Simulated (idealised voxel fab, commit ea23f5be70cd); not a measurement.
Process module in this document: voxel wiring stack
Cross-sectional view cut (width: 265 nm; square cell size: 5 nm).
Cross-section format: a grid of square cells, given as bands from top to bottom; each band is one or more rows of cells. Heads up on the band format: heights come first, top then bottom, in nm. After that it's the materials left to right, each with its width in nm. A single material flagged "full width" fills the whole band edge to edge, and "blank" means there's empty space there. Basically, 0 is our baseline, since under it the wafer straight out of the box is all one material. The bottom band has no lower end and keeps on going down, so it looks like "from 0 down". It should be noted that a width expressed as "30->40" varies in equal increments from row to row of cells within the band, taking the value of the first number at the top row and that of the second number at the bottom row. Step marked "remained unchanged"? Then no cell in the cross-section changed in it. You'll see "Entrapped void list" listing empty spaces that have no way open to the top, as long as they're 8 cells or more; the notation is width x height at distance, where the distance is from the left edge, and all of it is in nm. Whatever follows a step's settings on its line is a remark the simulator itself makes about that step. Regarding "overlay nm": on a step with a mask, it is the distance the mask lay to the right of its planned place; a negative value places it to the left.
The planned process steps are enumerated hereunder
1) RECEIVE: material Si
2) CONFORMAL_DEP: material SiO2, thk nm 15
3) DIRECTIONAL_DEP: material TiN, thk nm 5
4) DIRECTIONAL_DEP: material Ru, thk nm 20
5) MASKED_ETCH: tone cover, mask id METAL_1, width nm 30, pitch nm 50, etch materials Ru, depth nm 20, overlay nm 0
6) MASKED_ETCH: tone cover, mask id METAL_1, width nm 30, pitch nm 50, etch materials TiN, depth nm 5, overlay nm 0
7) FILL_DEP: material SiO2, thk nm 5
8) CMP: height nm 40
9) CONFORMAL_DEP: material SiCN, thk nm 5
10) DIRECTIONAL_DEP: material lowk, thk nm 15
11) MASKED_ETCH: tone open, mask id PLUG_1, width nm 15, pitch nm 100, etch materials lowk, depth nm 15, overlay nm 0
12) MASKED_ETCH: tone open, mask id PLUG_1, width nm 15, pitch nm 100, etch materials SiCN, depth nm 5, overlay nm 0
13) CONFORMAL_DEP: material TiN, thk nm 5
14) FILL_DEP: material Cu, thk nm 10
15) CMP: height nm 60
16) DIRECTIONAL_DEP: material TiN, thk nm 5
17) DIRECTIONAL_DEP: material Ru, thk nm 15
18) DIRECTIONAL_DEP: material aC, thk nm 15
19) PATTERN: tone cover, mask id METAL_2, material resist, width nm 30, pitch nm 50, thk nm 30, overlay nm 0
20) DIRECTIONAL_ETCH: etch materials aC, depth nm 15
21) STRIP: etch materials resist
22) DIRECTIONAL_ETCH: etch materials Ru, depth nm 15
23) DIRECTIONAL_ETCH: etch materials TiN, depth nm 5
24) STRIP: etch materials aC
25) CONFORMAL_DEP: material SiCN, thk nm 5
26) FILL_DEP: material lowk, thk nm 5
27) CMP: height nm 80
28) CONFORMAL_DEP: material SiCN, thk nm 5
29) DIRECTIONAL_DEP: material SiO2, thk nm 15
30) MASKED_ETCH: tone open, mask id PLUG_2, width nm 15, pitch nm 100, etch materials SiO2, depth nm 15, overlay nm 0
31) MASKED_ETCH: tone open, mask id PLUG_2, width nm 15, pitch nm 100, etch materials SiCN, depth nm 5, overlay nm 0
32) EPI: material Ru, thk nm 10
33) EPI: material Ru, thk nm 10
34) DIRECTIONAL_DEP: material TiN, thk nm 5
35) DIRECTIONAL_DEP: material Ru, thk nm 20
36) MASKED_ETCH: tone cover, mask id METAL_3, width nm 30, pitch nm 50, etch materials Ru, depth nm 20, overlay nm 0
37) MASKED_ETCH: tone cover, mask id METAL_3, width nm 30, pitch nm 50, etch materials TiN, depth nm 5, overlay nm 0
38) FILL_DEP: material SiO2, thk nm 5
39) CMP: height nm 125
40) CONFORMAL_DEP: material SiCN, thk nm 5
41) DIRECTIONAL_DEP: material lowk, thk nm 15
42) MASKED_ETCH: tone open, mask id PLUG_3, width nm 15, pitch nm 50, etch materials lowk, depth nm 15, overlay nm 0
43) MASKED_ETCH: tone open, mask id PLUG_3, width nm 15, pitch nm 50, etch materials SiCN, depth nm 5, overlay nm 0
44) EPI: material Ru, thk nm 10
45) EPI: material Ru, thk nm 10
46) CONFORMAL_DEP: material SiN, thk nm 5
47) DIRECTIONAL_DEP: material lowk, thk nm 15
48) MASKED_ETCH: tone open, mask id METAL_4, width nm 30, pitch nm 50, etch materials lowk, depth nm 15, overlay nm 0
49) MASKED_ETCH: tone open, mask id METAL_4, width nm 30, pitch nm 50, etch materials SiN, depth nm 5, overlay nm 0
50) CONFORMAL_DEP: material TiN, thk nm 5
51) FILL_DEP: material Ru, thk nm 10
52) CMP: height nm 165
53) CONFORMAL_DEP: material SiCN, thk nm 5
First wafer of two (run as planned)
Received-state cross-section, reflecting completion of step 1
* from 0 down = Si full width
* Entrapped void list: none
Step 2 done - wafer cross-section
* from 15 to 0 = SiO2 full width
* below 0: unchanged
Step 3 done - wafer cross-section
* from 20 to 15 = TiN full width
* below 15: unchanged
Step 4 done - wafer cross-section
* from 40 to 20 = Ru full width
* below 20: unchanged
Step 5 done - wafer cross-section
* from 40 to 20 = 40 of blank  30 of Ru  20 of blank  30 of Ru  20 of blank  30 of Ru  20 of blank  30 of Ru  45 of blank
* below 20: unchanged
Step 6 done - wafer cross-section
* from 40 to 20 = 40 of blank  30 of Ru  20 of blank  30 of Ru  20 of blank  30 of Ru  20 of blank  30 of Ru  45 of blank
* from 20 to 15 = 40 of blank  30 of TiN  20 of blank  30 of TiN  20 of blank  30 of TiN  20 of blank  30 of TiN  45 of blank
* below 15: unchanged
Step 7 done - wafer cross-section
* from 45 to 40 = SiO2 full width
* from 40 to 20 = 40 of SiO2  30 of Ru  20 of SiO2  30 of Ru  20 of SiO2  30 of Ru  20 of SiO2  30 of Ru  45 of SiO2
* from 20 to 15 = 40 of SiO2  30 of TiN  20 of SiO2  30 of TiN  20 of SiO2  30 of TiN  20 of SiO2  30 of TiN  45 of SiO2
* below 15: unchanged
Step 8 done - wafer cross-section
* from 40 to 20 = 40 of SiO2  30 of Ru  20 of SiO2  30 of Ru  20 of SiO2  30 of Ru  20 of SiO2  30 of Ru  45 of SiO2
* below 20: unchanged
Step 9 done - wafer cross-section
* from 45 to 40 = SiCN full width
* below 40: unchanged
Step 10 done - wafer cross-section
* from 60 to 45 = lowk full width
* below 45: unchanged
Step 11 done - wafer cross-section
* from 60 to 45 = 40 of lowk  15 of blank  85 of lowk  15 of blank  110 of lowk
* below 45: unchanged
Step 12 done - wafer cross-section
* from 60 to 45 = 40 of lowk  15 of blank  85 of lowk  15 of blank  110 of lowk
* from 45 to 40 = 40 of SiCN  15 of blank  85 of SiCN  15 of blank  110 of SiCN
* below 40: unchanged
Step 13 done - wafer cross-section
* from 65 to 60 = 45 of TiN  5 of blank  95 of TiN  5 of blank  115 of TiN
* from 60 to 45 = 40 of lowk  5 of TiN  5 of blank  5 of TiN  85 of lowk  5 of TiN  5 of blank  5 of TiN  110 of lowk
* from 45 to 40 = 40 of SiCN  15 of TiN  85 of SiCN  15 of TiN  110 of SiCN
* below 40: unchanged
Step 14 done - wafer cross-section
* from 75 to 65 = Cu full width
* from 65 to 60 = 45 of TiN  5 of Cu  95 of TiN  5 of Cu  115 of TiN
* from 60 to 45 = 40 of lowk  5 of TiN  5 of Cu  5 of TiN  85 of lowk  5 of TiN  5 of Cu  5 of TiN  110 of lowk
* below 45: unchanged
Step 15 done - wafer cross-section
* from 60 to 45 = 40 of lowk  5 of TiN  5 of Cu  5 of TiN  85 of lowk  5 of TiN  5 of Cu  5 of TiN  110 of lowk
* below 45: unchanged
Step 16 done - wafer cross-section
* from 65 to 60 = TiN full width
* below 60: unchanged
Step 17 done - wafer cross-section
* from 80 to 65 = Ru full width
* below 65: unchanged
Step 18 done - wafer cross-section
* from 95 to 80 = aC full width
* below 80: unchanged
Step 19 done - wafer cross-section
* from 125 to 95 = 40 of blank  30 of resist  20 of blank  30 of resist  20 of blank  30 of resist  20 of blank  30 of resist  45 of blank
* below 95: unchanged
Step 20 done - wafer cross-section
* from 110 to 95 = 40 of blank  30 of resist  20 of blank  30 of resist  20 of blank  30 of resist  20 of blank  30 of resist  45 of blank
* from 95 to 80 = 40 of blank  30 of aC  20 of blank  30 of aC  20 of blank  30 of aC  20 of blank  30 of aC  45 of blank
* below 80: unchanged
Step 21 done - wafer cross-section
* from 95 to 80 = 40 of blank  30 of aC  20 of blank  30 of aC  20 of blank  30 of aC  20 of blank  30 of aC  45 of blank
* below 80: unchanged
Step 22 done - wafer cross-section
* from 95 to 80 = 40 of blank  30 of aC  20 of blank  30 of aC  20 of blank  30 of aC  20 of blank  30 of aC  45 of blank
* from 80 to 65 = 40 of blank  30 of Ru  20 of blank  30 of Ru  20 of blank  30 of Ru  20 of blank  30 of Ru  45 of blank
* below 65: unchanged
Step 23 done - wafer cross-section
* from 95 to 80 = 40 of blank  30 of aC  20 of blank  30 of aC  20 of blank  30 of aC  20 of blank  30 of aC  45 of blank
* from 80 to 65 = 40 of blank  30 of Ru  20 of blank  30 of Ru  20 of blank  30 of Ru  20 of blank  30 of Ru  45 of blank
* from 65 to 60 = 40 of blank  30 of TiN  20 of blank  30 of TiN  20 of blank  30 of TiN  20 of blank  30 of TiN  45 of blank
* below 60: unchanged
Step 24 done - wafer cross-section
* from 80 to 65 = 40 of blank  30 of Ru  20 of blank  30 of Ru  20 of blank  30 of Ru  20 of blank  30 of Ru  45 of blank
* below 65: unchanged
Step 25 done - wafer cross-section
* from 85 to 80 = 35 of blank  40 of SiCN  10 of blank  40 of SiCN  10 of blank  40 of SiCN  10 of blank  40 of SiCN  40 of blank
* from 80 to 65 = 35 of blank  5 of SiCN  30 of Ru  5 of SiCN  10 of blank  5 of SiCN  30 of Ru  5 of SiCN  10 of blank  5 of SiCN  30 of Ru  5 of SiCN  10 of blank  5 of SiCN  30 of Ru  5 of SiCN  40 of blank
* from 65 to 60 = 40 of SiCN  30 of TiN  20 of SiCN  30 of TiN  20 of SiCN  30 of TiN  20 of SiCN  30 of TiN  45 of SiCN
* below 60: unchanged
Step 26 done - wafer cross-section
* from 90 to 85 = lowk full width
* from 85 to 80 = 35 of lowk  40 of SiCN  10 of lowk  40 of SiCN  10 of lowk  40 of SiCN  10 of lowk  40 of SiCN  40 of lowk
* from 80 to 65 = 35 of lowk  5 of SiCN  30 of Ru  5 of SiCN  10 of lowk  5 of SiCN  30 of Ru  5 of SiCN  10 of lowk  5 of SiCN  30 of Ru  5 of SiCN  10 of lowk  5 of SiCN  30 of Ru  5 of SiCN  40 of lowk
* below 65: unchanged
Step 27 done - wafer cross-section
* from 80 to 65 = 35 of lowk  5 of SiCN  30 of Ru  5 of SiCN  10 of lowk  5 of SiCN  30 of Ru  5 of SiCN  10 of lowk  5 of SiCN  30 of Ru  5 of SiCN  10 of lowk  5 of SiCN  30 of Ru  5 of SiCN  40 of lowk
* below 65: unchanged
Step 28 done - wafer cross-section
* from 85 to 80 = SiCN full width
* below 80: unchanged
Step 29 done - wafer cross-section
* from 100 to 85 = SiO2 full width
* below 85: unchanged
Step 30 done - wafer cross-section
* from 100 to 85 = 40 of SiO2  15 of blank  85 of SiO2  15 of blank  110 of SiO2
* below 85: unchanged
Step 31 done - wafer cross-section
* from 100 to 85 = 40 of SiO2  15 of blank  85 of SiO2  15 of blank  110 of SiO2
* from 85 to 80 = 40 of SiCN  15 of blank  85 of SiCN  15 of blank  110 of SiCN
* below 80: unchanged
Step 32 done - wafer cross-section
* from 100 to 90 = 40 of SiO2  15 of blank  85 of SiO2  15 of blank  110 of SiO2
* from 90 to 85 = 40 of SiO2  15 of Ru  85 of SiO2  15 of Ru  110 of SiO2
* from 85 to 80 = 40 of SiCN  15 of Ru  85 of SiCN  15 of Ru  110 of SiCN
* below 80: unchanged
Step 33 done - wafer cross-section
* from 100 to 85 = 40 of SiO2  15 of Ru  85 of SiO2  15 of Ru  110 of SiO2
* below 85: unchanged
Step 34 done - wafer cross-section
* from 105 to 100 = TiN full width
* below 100: unchanged
Step 35 done - wafer cross-section
* from 125 to 105 = Ru full width
* below 105: unchanged
Step 36 done - wafer cross-section
* from 125 to 105 = 40 of blank  30 of Ru  20 of blank  30 of Ru  20 of blank  30 of Ru  20 of blank  30 of Ru  45 of blank
* below 105: unchanged
Step 37 done - wafer cross-section
* from 125 to 105 = 40 of blank  30 of Ru  20 of blank  30 of Ru  20 of blank  30 of Ru  20 of blank  30 of Ru  45 of blank
* from 105 to 100 = 40 of blank  30 of TiN  20 of blank  30 of TiN  20 of blank  30 of TiN  20 of blank  30 of TiN  45 of blank
* below 100: unchanged
Step 38 done - wafer cross-section
* from 130 to 125 = SiO2 full width
* from 125 to 105 = 40 of SiO2  30 of Ru  20 of SiO2  30 of Ru  20 of SiO2  30 of Ru  20 of SiO2  30 of Ru  45 of SiO2
* from 105 to 100 = 40 of SiO2  30 of TiN  20 of SiO2  30 of TiN  20 of SiO2  30 of TiN  20 of SiO2  30 of TiN  45 of SiO2
* below 100: unchanged
Step 39 done - wafer cross-section
* from 125 to 105 = 40 of SiO2  30 of Ru  20 of SiO2  30 of Ru  20 of SiO2  30 of Ru  20 of SiO2  30 of Ru  45 of SiO2
* below 105: unchanged
Step 40 done - wafer cross-section
* from 130 to 125 = SiCN full width
* below 125: unchanged
Step 41 done - wafer cross-section
* from 145 to 130 = lowk full width
* below 130: unchanged
Step 42 done - wafer cross-section
* from 145 to 130 = 40 of lowk  15 of blank  35 of lowk  15 of blank  35 of lowk  15 of blank  35 of lowk  15 of blank  60 of lowk
* below 130: unchanged
Step 43 done - wafer cross-section
* from 145 to 130 = 40 of lowk  15 of blank  35 of lowk  15 of blank  35 of lowk  15 of blank  35 of lowk  15 of blank  60 of lowk
* from 130 to 125 = 40 of SiCN  15 of blank  35 of SiCN  15 of blank  35 of SiCN  15 of blank  35 of SiCN  15 of blank  60 of SiCN
* below 125: unchanged
Step 44 done - wafer cross-section
* from 145 to 135 = 40 of lowk  15 of blank  35 of lowk  15 of blank  35 of lowk  15 of blank  35 of lowk  15 of blank  60 of lowk
* from 135 to 130 = 40 of lowk  15 of Ru  35 of lowk  15 of Ru  35 of lowk  15 of Ru  35 of lowk  15 of Ru  60 of lowk
* from 130 to 125 = 40 of SiCN  15 of Ru  35 of SiCN  15 of Ru  35 of SiCN  15 of Ru  35 of SiCN  15 of Ru  60 of SiCN
* below 125: unchanged
Step 45 done - wafer cross-section
* from 145 to 130 = 40 of lowk  15 of Ru  35 of lowk  15 of Ru  35 of lowk  15 of Ru  35 of lowk  15 of Ru  60 of lowk
* below 130: unchanged
Step 46 done - wafer cross-section
* from 150 to 145 = SiN full width
* below 145: unchanged
Step 47 done - wafer cross-section
* from 165 to 150 = lowk full width
* below 150: unchanged
Step 48 done - wafer cross-section
* from 165 to 150 = 40 of lowk  30 of blank  20 of lowk  30 of blank  20 of lowk  30 of blank  20 of lowk  30 of blank  45 of lowk
* below 150: unchanged
Step 49 done - wafer cross-section
* from 165 to 150 = 40 of lowk  30 of blank  20 of lowk  30 of blank  20 of lowk  30 of blank  20 of lowk  30 of blank  45 of lowk
* from 150 to 145 = 40 of SiN  30 of blank  20 of SiN  30 of blank  20 of SiN  30 of blank  20 of SiN  30 of blank  45 of SiN
* below 145: unchanged
Step 50 done - wafer cross-section
* from 170 to 165 = 45 of TiN  20 of blank  30 of TiN  20 of blank  30 of TiN  20 of blank  30 of TiN  20 of blank  50 of TiN
* from 165 to 150 = 40 of lowk  5 of TiN  20 of blank  5 of TiN  20 of lowk  5 of TiN  20 of blank  5 of TiN  20 of lowk  5 of TiN  20 of blank  5 of TiN  20 of lowk  5 of TiN  20 of blank  5 of TiN  45 of lowk
* from 150 to 145 = 40 of SiN  30 of TiN  20 of SiN  30 of TiN  20 of SiN  30 of TiN  20 of SiN  30 of TiN  45 of SiN
* below 145: unchanged
Step 51 done - wafer cross-section
* from 180 to 170 = Ru full width
* from 170 to 165 = 45 of TiN  20 of Ru  30 of TiN  20 of Ru  30 of TiN  20 of Ru  30 of TiN  20 of Ru  50 of TiN
* from 165 to 150 = 40 of lowk  5 of TiN  20 of Ru  5 of TiN  20 of lowk  5 of TiN  20 of Ru  5 of TiN  20 of lowk  5 of TiN  20 of Ru  5 of TiN  20 of lowk  5 of TiN  20 of Ru  5 of TiN  45 of lowk
* below 150: unchanged
Step 52 done - wafer cross-section
* from 165 to 150 = 40 of lowk  5 of TiN  20 of Ru  5 of TiN  20 of lowk  5 of TiN  20 of Ru  5 of TiN  20 of lowk  5 of TiN  20 of Ru  5 of TiN  20 of lowk  5 of TiN  20 of Ru  5 of TiN  45 of lowk
* below 150: unchanged
Step 53 done - wafer cross-section
* from 170 to 165 = SiCN full width
* below 165: unchanged
Here the second wafer is described. Its start and its plan were those of the first wafer. Its run contained one mistake. Up to and including step 10, it did exactly what the first wafer did
At the planned end of step 11, the second wafer in cross-section
* from 60 to 45 = 40 of blank  15 of lowk  85 of blank  15 of lowk  110 of blank
* below 45: unchanged
At the planned end of step 12, the second wafer in cross-section: remained unchanged
At the planned end of step 13, the second wafer in cross-section
* from 65 to 60 = 35 of blank  25 of TiN  75 of blank  25 of TiN  105 of blank
* from 60 to 50 = 35 of blank  5 of TiN  15 of lowk  5 of TiN  75 of blank  5 of TiN  15 of lowk  5 of TiN  105 of blank
* from 50 to 45 = 40 of TiN  15 of lowk  85 of TiN  15 of lowk  110 of TiN
* below 45: unchanged
At the planned end of step 14, the second wafer in cross-section
* from 75 to 65 = Cu full width
* from 65 to 60 = 35 of Cu  25 of TiN  75 of Cu  25 of TiN  105 of Cu
* from 60 to 50 = 35 of Cu  5 of TiN  15 of lowk  5 of TiN  75 of Cu  5 of TiN  15 of lowk  5 of TiN  105 of Cu
* below 50: unchanged
At the planned end of step 15, the second wafer in cross-section
* from 60 to 50 = 35 of Cu  5 of TiN  15 of lowk  5 of TiN  75 of Cu  5 of TiN  15 of lowk  5 of TiN  105 of Cu
* below 50: unchanged
At the planned end of step 16, the second wafer in cross-section
* from 65 to 60 = TiN full width
* below 60: unchanged
At the planned end of step 17, the second wafer in cross-section
* from 80 to 65 = Ru full width
* below 65: unchanged
At the planned end of step 18, the second wafer in cross-section
* from 95 to 80 = aC full width
* below 80: unchanged
At the planned end of step 19, the second wafer in cross-section
* from 125 to 95 = 40 of blank  30 of resist  20 of blank  30 of resist  20 of blank  30 of resist  20 of blank  30 of resist  45 of blank
* below 95: unchanged
At the planned end of step 20, the second wafer in cross-section
* from 110 to 95 = 40 of blank  30 of resist  20 of blank  30 of resist  20 of blank  30 of resist  20 of blank  30 of resist  45 of blank
* from 95 to 80 = 40 of blank  30 of aC  20 of blank  30 of aC  20 of blank  30 of aC  20 of blank  30 of aC  45 of blank
* below 80: unchanged
At the planned end of step 21, the second wafer in cross-section
* from 95 to 80 = 40 of blank  30 of aC  20 of blank  30 of aC  20 of blank  30 of aC  20 of blank  30 of aC  45 of blank
* below 80: unchanged
At the planned end of step 22, the second wafer in cross-section
* from 95 to 80 = 40 of blank  30 of aC  20 of blank  30 of aC  20 of blank  30 of aC  20 of blank  30 of aC  45 of blank
* from 80 to 65 = 40 of blank  30 of Ru  20 of blank  30 of Ru  20 of blank  30 of Ru  20 of blank  30 of Ru  45 of blank
* below 65: unchanged
At the planned end of step 23, the second wafer in cross-section
* from 95 to 80 = 40 of blank  30 of aC  20 of blank  30 of aC  20 of blank  30 of aC  20 of blank  30 of aC  45 of blank
* from 80 to 65 = 40 of blank  30 of Ru  20 of blank  30 of Ru  20 of blank  30 of Ru  20 of blank  30 of Ru  45 of blank
* from 65 to 60 = 40 of blank  30 of TiN  20 of blank  30 of TiN  20 of blank  30 of TiN  20 of blank  30 of TiN  45 of blank
* below 60: unchanged
At the planned end of step 24, the second wafer in cross-section
* from 80 to 65 = 40 of blank  30 of Ru  20 of blank  30 of Ru  20 of blank  30 of Ru  20 of blank  30 of Ru  45 of blank
* below 65: unchanged
At the planned end of step 25, the second wafer in cross-section
* from 85 to 80 = 35 of blank  40 of SiCN  10 of blank  40 of SiCN  10 of blank  40 of SiCN  10 of blank  40 of SiCN  40 of blank
* from 80 to 65 = 35 of blank  5 of SiCN  30 of Ru  5 of SiCN  10 of blank  5 of SiCN  30 of Ru  5 of SiCN  10 of blank  5 of SiCN  30 of Ru  5 of SiCN  10 of blank  5 of SiCN  30 of Ru  5 of SiCN  40 of blank
* from 65 to 60 = 40 of SiCN  30 of TiN  20 of SiCN  30 of TiN  20 of SiCN  30 of TiN  20 of SiCN  30 of TiN  45 of SiCN
* below 60: unchanged
At the planned end of step 26, the second wafer in cross-section
* from 90 to 85 = lowk full width
* from 85 to 80 = 35 of lowk  40 of SiCN  10 of lowk  40 of SiCN  10 of lowk  40 of SiCN  10 of lowk  40 of SiCN  40 of lowk
* from 80 to 65 = 35 of lowk  5 of SiCN  30 of Ru  5 of SiCN  10 of lowk  5 of SiCN  30 of Ru  5 of SiCN  10 of lowk  5 of SiCN  30 of Ru  5 of SiCN  10 of lowk  5 of SiCN  30 of Ru  5 of SiCN  40 of lowk
* below 65: unchanged
At the planned end of step 27, the second wafer in cross-section
* from 80 to 65 = 35 of lowk  5 of SiCN  30 of Ru  5 of SiCN  10 of lowk  5 of SiCN  30 of Ru  5 of SiCN  10 of lowk  5 of SiCN  30 of Ru  5 of SiCN  10 of lowk  5 of SiCN  30 of Ru  5 of SiCN  40 of lowk
* below 65: unchanged
At the planned end of step 28, the second wafer in cross-section
* from 85 to 80 = SiCN full width
* below 80: unchanged
At the planned end of step 29, the second wafer in cross-section
* from 100 to 85 = SiO2 full width
* below 85: unchanged
At the planned end of step 30, the second wafer in cross-section
* from 100 to 85 = 40 of SiO2  15 of blank  85 of SiO2  15 of blank  110 of SiO2
* below 85: unchanged
At the planned end of step 31, the second wafer in cross-section
* from 100 to 85 = 40 of SiO2  15 of blank  85 of SiO2  15 of blank  110 of SiO2
* from 85 to 80 = 40 of SiCN  15 of blank  85 of SiCN  15 of blank  110 of SiCN
* below 80: unchanged
At the planned end of step 32, the second wafer in cross-section
* from 100 to 90 = 40 of SiO2  15 of blank  85 of SiO2  15 of blank  110 of SiO2
* from 90 to 85 = 40 of SiO2  15 of Ru  85 of SiO2  15 of Ru  110 of SiO2
* from 85 to 80 = 40 of SiCN  15 of Ru  85 of SiCN  15 of Ru  110 of SiCN
* below 80: unchanged
At the planned end of step 33, the second wafer in cross-section
* from 100 to 85 = 40 of SiO2  15 of Ru  85 of SiO2  15 of Ru  110 of SiO2
* below 85: unchanged
At the planned end of step 34, the second wafer in cross-section
* from 105 to 100 = TiN full width
* below 100: unchanged
At the planned end of step 35, the second wafer in cross-section
* from 125 to 105 = Ru full width
* below 105: unchanged
At the planned end of step 36, the second wafer in cross-section
* from 125 to 105 = 40 of blank  30 of Ru  20 of blank  30 of Ru  20 of blank  30 of Ru  20 of blank  30 of Ru  45 of blank
* below 105: unchanged
At the planned end of step 37, the second wafer in cross-section
* from 125 to 105 = 40 of blank  30 of Ru  20 of blank  30 of Ru  20 of blank  30 of Ru  20 of blank  30 of Ru  45 of blank
* from 105 to 100 = 40 of blank  30 of TiN  20 of blank  30 of TiN  20 of blank  30 of TiN  20 of blank  30 of TiN  45 of blank
* below 100: unchanged
At the planned end of step 38, the second wafer in cross-section
* from 130 to 125 = SiO2 full width
* from 125 to 105 = 40 of SiO2  30 of Ru  20 of SiO2  30 of Ru  20 of SiO2  30 of Ru  20 of SiO2  30 of Ru  45 of SiO2
* from 105 to 100 = 40 of SiO2  30 of TiN  20 of SiO2  30 of TiN  20 of SiO2  30 of TiN  20 of SiO2  30 of TiN  45 of SiO2
* below 100: unchanged
At the planned end of step 39, the second wafer in cross-section
* from 125 to 105 = 40 of SiO2  30 of Ru  20 of SiO2  30 of Ru  20 of SiO2  30 of Ru  20 of SiO2  30 of Ru  45 of SiO2
* below 105: unchanged
At the planned end of step 40, the second wafer in cross-section
* from 130 to 125 = SiCN full width
* below 125: unchanged
At the planned end of step 41, the second wafer in cross-section
* from 145 to 130 = lowk full width
* below 130: unchanged
At the planned end of step 42, the second wafer in cross-section
* from 145 to 130 = 40 of lowk  15 of blank  35 of lowk  15 of blank  35 of lowk  15 of blank  35 of lowk  15 of blank  60 of lowk
* below 130: unchanged
At the planned end of step 43, the second wafer in cross-section
* from 145 to 130 = 40 of lowk  15 of blank  35 of lowk  15 of blank  35 of lowk  15 of blank  35 of lowk  15 of blank  60 of lowk
* from 130 to 125 = 40 of SiCN  15 of blank  35 of SiCN  15 of blank  35 of SiCN  15 of blank  35 of SiCN  15 of blank  60 of SiCN
* below 125: unchanged
At the planned end of step 44, the second wafer in cross-section
* from 145 to 135 = 40 of lowk  15 of blank  35 of lowk  15 of blank  35 of lowk  15 of blank  35 of lowk  15 of blank  60 of lowk
* from 135 to 130 = 40 of lowk  15 of Ru  35 of lowk  15 of Ru  35 of lowk  15 of Ru  35 of lowk  15 of Ru  60 of lowk
* from 130 to 125 = 40 of SiCN  15 of Ru  35 of SiCN  15 of Ru  35 of SiCN  15 of Ru  35 of SiCN  15 of Ru  60 of SiCN
* below 125: unchanged
At the planned end of step 45, the second wafer in cross-section
* from 145 to 130 = 40 of lowk  15 of Ru  35 of lowk  15 of Ru  35 of lowk  15 of Ru  35 of lowk  15 of Ru  60 of lowk
* below 130: unchanged
At the planned end of step 46, the second wafer in cross-section
* from 150 to 145 = SiN full width
* below 145: unchanged
At the planned end of step 47, the second wafer in cross-section
* from 165 to 150 = lowk full width
* below 150: unchanged
At the planned end of step 48, the second wafer in cross-section
* from 165 to 150 = 40 of lowk  30 of blank  20 of lowk  30 of blank  20 of lowk  30 of blank  20 of lowk  30 of blank  45 of lowk
* below 150: unchanged
At the planned end of step 49, the second wafer in cross-section
* from 165 to 150 = 40 of lowk  30 of blank  20 of lowk  30 of blank  20 of lowk  30 of blank  20 of lowk  30 of blank  45 of lowk
* from 150 to 145 = 40 of SiN  30 of blank  20 of SiN  30 of blank  20 of SiN  30 of blank  20 of SiN  30 of blank  45 of SiN
* below 145: unchanged
At the planned end of step 50, the second wafer in cross-section
* from 170 to 165 = 45 of TiN  20 of blank  30 of TiN  20 of blank  30 of TiN  20 of blank  30 of TiN  20 of blank  50 of TiN
* from 165 to 150 = 40 of lowk  5 of TiN  20 of blank  5 of TiN  20 of lowk  5 of TiN  20 of blank  5 of TiN  20 of lowk  5 of TiN  20 of blank  5 of TiN  20 of lowk  5 of TiN  20 of blank  5 of TiN  45 of lowk
* from 150 to 145 = 40 of SiN  30 of TiN  20 of SiN  30 of TiN  20 of SiN  30 of TiN  20 of SiN  30 of TiN  45 of SiN
* below 145: unchanged
At the planned end of step 51, the second wafer in cross-section
* from 180 to 170 = Ru full width
* from 170 to 165 = 45 of TiN  20 of Ru  30 of TiN  20 of Ru  30 of TiN  20 of Ru  30 of TiN  20 of Ru  50 of TiN
* from 165 to 150 = 40 of lowk  5 of TiN  20 of Ru  5 of TiN  20 of lowk  5 of TiN  20 of Ru  5 of TiN  20 of lowk  5 of TiN  20 of Ru  5 of TiN  20 of lowk  5 of TiN  20 of Ru  5 of TiN  45 of lowk
* below 150: unchanged
At the planned end of step 52, the second wafer in cross-section
* from 165 to 150 = 40 of lowk  5 of TiN  20 of Ru  5 of TiN  20 of lowk  5 of TiN  20 of Ru  5 of TiN  20 of lowk  5 of TiN  20 of Ru  5 of TiN  20 of lowk  5 of TiN  20 of Ru  5 of TiN  45 of lowk
* below 150: unchanged
At the planned end of step 53, the second wafer in cross-section
* from 170 to 165 = SiCN full width
* below 165: unchanged
what went wrong: step 11 changed vs plan, executed as MASKED_ETCH: tone cover, mask id PLUG_1, width nm 15, pitch nm 100, etch materials lowk, depth nm 15, overlay nm 0
End of process, cell counts, second wafer against first, materials with more or fewer: +80 Cu, +6 SiCN, +37 TiN, -123 lowk
